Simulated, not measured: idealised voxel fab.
process module | voxel spacer lines
cross-section cut | 210 nm wide | cells 5 nm
A cross-section is a grid of square cells, given in bands from the top down. A band is one or more rows of cells.
Each band's line starts with the height of the band's top and of its bottom, in nm. Then come its materials from left to right, each with its width in nm. One material with "throughout" fills the band from edge to edge. "air" is empty space.
Height 0 is the level under which the wafer as received is all one material. The lowest band goes on downwards, as in "0 down".
A width such as "30 to 40" changes by the same amount from each row of cells to the next, from the band's top row to its bottom row.
"no change" after a step means that no cell of the cross-section changed.
closed voids: empty space of 8 cells or more with no open way to the top, each as width x height at its distance from the left edge, in nm
after a step's settings: what the simulator itself notes on the step
overlay nm, on a step with a mask: how far to the right of its planned place the mask lay; to the left if negative
plan
1 op RECEIVE | material Si
2 op CONFORMAL_DEP | material Al2O3 | thk nm 10
3 op DIRECTIONAL_DEP | material W | thk nm 10
4 op DIRECTIONAL_DEP | material aC | thk nm 20
5 op PATTERN | tone cover | mask id MANDREL | material resist | width nm 15 | pitch nm 50 | thk nm 25 | overlay nm 0
6 op DIRECTIONAL_ETCH | etch materials aC | depth nm 20
7 op STRIP | etch materials resist
8 op CONFORMAL_DEP | material SiO2 | thk nm 10
9 op DIRECTIONAL_ETCH | etch materials SiO2 | depth nm 10
10 op STRIP | etch materials aC
11 op DIRECTIONAL_ETCH | etch materials W | depth nm 10
12 op STRIP | etch materials SiO2
first wafer, as planned
as received, after step 1
  0 down: Si throughout
  closed voids: none
after step 2
  10 to 0: Al2O3 throughout
  below 0: unchanged
after step 3
  20 to 10: W throughout
  below 10: unchanged
after step 4
  40 to 20: aC throughout
  below 20: unchanged
after step 5
  65 to 40: air 70 | resist 15 | air 35 | resist 15 | air 75
  below 40: unchanged
after step 6
  45 to 40: air 70 | resist 15 | air 35 | resist 15 | air 75
  40 to 20: air 70 | aC 15 | air 35 | aC 15 | air 75
  below 20: unchanged
after step 7
  40 to 20: air 70 | aC 15 | air 35 | aC 15 | air 75
  below 20: unchanged
after step 8
  50 to 40: air 60 | SiO2 35 | air 15 | SiO2 35 | air 65
  40 to 30: air 60 | SiO2 10 | aC 15 | SiO2 10 | air 15 | SiO2 10 | aC 15 | SiO2 10 | air 65
  30 to 20: SiO2 70 | aC 15 | SiO2 35 | aC 15 | SiO2 75
  below 20: unchanged
after step 9
  40 to 20: air 60 | SiO2 10 | aC 15 | SiO2 10 | air 15 | SiO2 10 | aC 15 | SiO2 10 | air 65
  below 20: unchanged
after step 10
  40 to 20: air 60 | SiO2 10 | air 15 | SiO2 10 | air 15 | SiO2 10 | air 15 | SiO2 10 | air 65
  below 20: unchanged
after step 11
  40 to 20: air 60 | SiO2 10 | air 15 | SiO2 10 | air 15 | SiO2 10 | air 15 | SiO2 10 | air 65
  20 to 10: air 60 | W 10 | air 15 | W 10 | air 15 | W 10 | air 15 | W 10 | air 65
  below 10: unchanged
after step 12
  20 to 10: air 60 | W 10 | air 15 | W 10 | air 15 | W 10 | air 15 | W 10 | air 65
  below 10: unchanged
second wafer: like start, like plan, one mistake. Through step 2 it matches the first wafer
when step 3 should have ended
  15 to 10: W throughout
  below 10: unchanged
when step 4 should have ended
  35 to 15: aC throughout
  below 15: unchanged
when step 5 should have ended
  60 to 35: air 70 | resist 15 | air 35 | resist 15 | air 75
  below 35: unchanged
when step 6 should have ended
  40 to 35: air 70 | resist 15 | air 35 | resist 15 | air 75
  35 to 15: air 70 | aC 15 | air 35 | aC 15 | air 75
  below 15: unchanged
when step 7 should have ended
  35 to 15: air 70 | aC 15 | air 35 | aC 15 | air 75
  below 15: unchanged
when step 8 should have ended
  45 to 35: air 60 | SiO2 35 | air 15 | SiO2 35 | air 65
  35 to 25: air 60 | SiO2 10 | aC 15 | SiO2 10 | air 15 | SiO2 10 | aC 15 | SiO2 10 | air 65
  25 to 15: SiO2 70 | aC 15 | SiO2 35 | aC 15 | SiO2 75
  below 15: unchanged
when step 9 should have ended
  35 to 15: air 60 | SiO2 10 | aC 15 | SiO2 10 | air 15 | SiO2 10 | aC 15 | SiO2 10 | air 65
  below 15: unchanged
when step 10 should have ended
  35 to 15: air 60 | SiO2 10 | air 15 | SiO2 10 | air 15 | SiO2 10 | air 15 | SiO2 10 | air 65
  below 15: unchanged
when step 11 should have ended
  35 to 15: air 60 | SiO2 10 | air 15 | SiO2 10 | air 15 | SiO2 10 | air 15 | SiO2 10 | air 65
  15 to 10: air 60 | W 10 | air 15 | W 10 | air 15 | W 10 | air 15 | W 10 | air 65
  below 10: unchanged
when step 12 should have ended
  15 to 10: air 60 | W 10 | air 15 | W 10 | air 15 | W 10 | air 15 | W 10 | air 65
  below 10: unchanged
what went wrong: step 3 ran as: op DIRECTIONAL_DEP | material W | thk nm 5
at the end the second wafer has, in cells: 8 fewer of W
